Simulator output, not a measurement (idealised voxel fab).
process module | voxel fin reveal
cross-section cut | 255 nm wide | cells 5 nm
A cross-section is a grid of square cells, given in bands from the top down. A band is one or more rows of cells.
Each band's line starts with the height of the band's top and of its bottom, in nm. Then come its materials from left to right, each with its width in nm. One material with "throughout" fills the band from edge to edge. "air" is empty space.
Height 0 is the level under which the wafer as received is all one material. The lowest band goes on downwards, as in "0 down".
A width such as "30 to 40" changes by the same amount from each row of cells to the next, from the band's top row to its bottom row.
"no change" after a step means that no cell of the cross-section changed.
closed voids: empty space of 8 cells or more with no open way to the top, each as width x height at its distance from the left edge, in nm
after a step's settings: what the simulator itself notes on the step
overlay nm, on a step with a mask: how far to the right of its planned place the mask lay; to the left if negative
plan
1 op RECEIVE | material Si
2 op CONFORMAL_DEP | material SiN | thk nm 5
3 op DIRECTIONAL_DEP | material aC | thk nm 10
4 op PATTERN | tone cover | mask id FINS | material resist | width nm 15 | pitch nm 35 | thk nm 25 | overlay nm 0
5 op DIRECTIONAL_ETCH | etch materials aC | depth nm 10
6 op STRIP | etch materials resist
7 op DIRECTIONAL_ETCH | etch materials SiN | depth nm 5
8 op DIRECTIONAL_ETCH | etch materials Si | depth nm 30
9 op STRIP | etch materials aC
10 op FILL_DEP | material SiO2 | thk nm 15
11 op CMP | height nm 5
12 op SELECTIVE_ETCH | etch materials SiO2 | depth nm 15
13 op STRIP | etch materials SiN
14 op CONFORMAL_DEP | material HfO2 | thk nm 5
first wafer, as planned
as received, after step 1
  0 down: Si throughout
  closed voids: none
after step 2
  5 to 0: SiN throughout
  below 0: unchanged
after step 3
  15 to 5: aC throughout
  below 5: unchanged
after step 4
  40 to 15: air 85 | resist 15 | air 20 | resist 15 | air 20 | resist 15 | air 85
  below 15: unchanged
after step 5
  30 to 15: air 85 | resist 15 | air 20 | resist 15 | air 20 | resist 15 | air 85
  15 to 5: air 85 | aC 15 | air 20 | aC 15 | air 20 | aC 15 | air 85
  below 5: unchanged
after step 6
  15 to 5: air 85 | aC 15 | air 20 | aC 15 | air 20 | aC 15 | air 85
  below 5: unchanged
after step 7
  15 to 5: air 85 | aC 15 | air 20 | aC 15 | air 20 | aC 15 | air 85
  5 to 0: air 85 | SiN 15 | air 20 | SiN 15 | air 20 | SiN 15 | air 85
  below 0: unchanged
after step 8
  15 to 5: air 85 | aC 15 | air 20 | aC 15 | air 20 | aC 15 | air 85
  5 to 0: air 85 | SiN 15 | air 20 | SiN 15 | air 20 | SiN 15 | air 85
  0 to -30: air 85 | Si 15 | air 20 | Si 15 | air 20 | Si 15 | air 85
  below -30: unchanged
after step 9
  5 to 0: air 85 | SiN 15 | air 20 | SiN 15 | air 20 | SiN 15 | air 85
  below 0: unchanged
after step 10
  20 to 5: SiO2 throughout
  5 to 0: SiO2 85 | SiN 15 | SiO2 20 | SiN 15 | SiO2 20 | SiN 15 | SiO2 85
  0 to -30: SiO2 85 | Si 15 | SiO2 20 | Si 15 | SiO2 20 | Si 15 | SiO2 85
  below -30: unchanged
after step 11
  5 to 0: SiO2 85 | SiN 15 | SiO2 20 | SiN 15 | SiO2 20 | SiN 15 | SiO2 85
  below 0: unchanged
after step 12
  5 to 0: air 85 | SiN 15 | air 20 | SiN 15 | air 20 | SiN 15 | air 85
  0 to -10: air 85 | Si 15 | air 20 | Si 15 | air 20 | Si 15 | air 85
  below -10: unchanged
after step 13
  0 to -10: air 85 | Si 15 | air 20 | Si 15 | air 20 | Si 15 | air 85
  below -10: unchanged
after step 14
  5 to 0: air 80 | HfO2 25 | air 10 | HfO2 25 | air 10 | HfO2 25 | air 80
  0 to -5: air 80 | HfO2 5 | Si 15 | HfO2 5 | air 10 | HfO2 5 | Si 15 | HfO2 5 | air 10 | HfO2 5 | Si 15 | HfO2 5 | air 80
  -5 to -10: HfO2 85 | Si 15 | HfO2 20 | Si 15 | HfO2 20 | Si 15 | HfO2 85
  below -10: unchanged
second wafer: like start, like plan, one mistake. Through step 3 it matches the first wafer
when step 4 should have ended
  40 to 15: resist 85 | air 15 | resist 20 | air 15 | resist 20 | air 15 | resist 85
  below 15: unchanged
when step 5 should have ended
  30 to 15: resist 85 | air 15 | resist 20 | air 15 | resist 20 | air 15 | resist 85
  15 to 5: aC 85 | air 15 | aC 20 | air 15 | aC 20 | air 15 | aC 85
  below 5: unchanged
when step 6 should have ended
  15 to 5: aC 85 | air 15 | aC 20 | air 15 | aC 20 | air 15 | aC 85
  below 5: unchanged
when step 7 should have ended
  15 to 5: aC 85 | air 15 | aC 20 | air 15 | aC 20 | air 15 | aC 85
  5 to 0: SiN 85 | air 15 | SiN 20 | air 15 | SiN 20 | air 15 | SiN 85
  below 0: unchanged
when step 8 should have ended
  15 to 5: aC 85 | air 15 | aC 20 | air 15 | aC 20 | air 15 | aC 85
  5 to 0: SiN 85 | air 15 | SiN 20 | air 15 | SiN 20 | air 15 | SiN 85
  0 to -30: Si 85 | air 15 | Si 20 | air 15 | Si 20 | air 15 | Si 85
  below -30: unchanged
when step 9 should have ended
  5 to 0: SiN 85 | air 15 | SiN 20 | air 15 | SiN 20 | air 15 | SiN 85
  below 0: unchanged
when step 10 should have ended
  20 to 5: SiO2 throughout
  5 to 0: SiN 85 | SiO2 15 | SiN 20 | SiO2 15 | SiN 20 | SiO2 15 | SiN 85
  0 to -30: Si 85 | SiO2 15 | Si 20 | SiO2 15 | Si 20 | SiO2 15 | Si 85
  below -30: unchanged
when step 11 should have ended
  5 to 0: SiN 85 | SiO2 15 | SiN 20 | SiO2 15 | SiN 20 | SiO2 15 | SiN 85
  below 0: unchanged
when step 12 should have ended
  5 to 0: SiN 85 | air 15 | SiN 20 | air 15 | SiN 20 | air 15 | SiN 85
  0 to -10: Si 85 | air 15 | Si 20 | air 15 | Si 20 | air 15 | Si 85
  below -10: unchanged
when step 13 should have ended
  0 to -10: Si 85 | air 15 | Si 20 | air 15 | Si 20 | air 15 | Si 85
  below -10: unchanged
when step 14 should have ended
  5 to 0: HfO2 90 | air 5 | HfO2 30 | air 5 | HfO2 30 | air 5 | HfO2 90
  0 to -5: Si 85 | HfO2 5 | air 5 | HfO2 5 | Si 20 | HfO2 5 | air 5 | HfO2 5 | Si 20 | HfO2 5 | air 5 | HfO2 5 | Si 85
  -5 to -10: Si 85 | HfO2 15 | Si 20 | HfO2 15 | Si 20 | HfO2 15 | Si 85
  below -10: unchanged
what went wrong: step 4 ran as: op PATTERN | tone open | mask id FINS | material resist | width nm 15 | pitch nm 35 | thk nm 25 | overlay nm 0
at the end the second wafer has, in cells: 198 more of Si | 132 fewer of SiO2
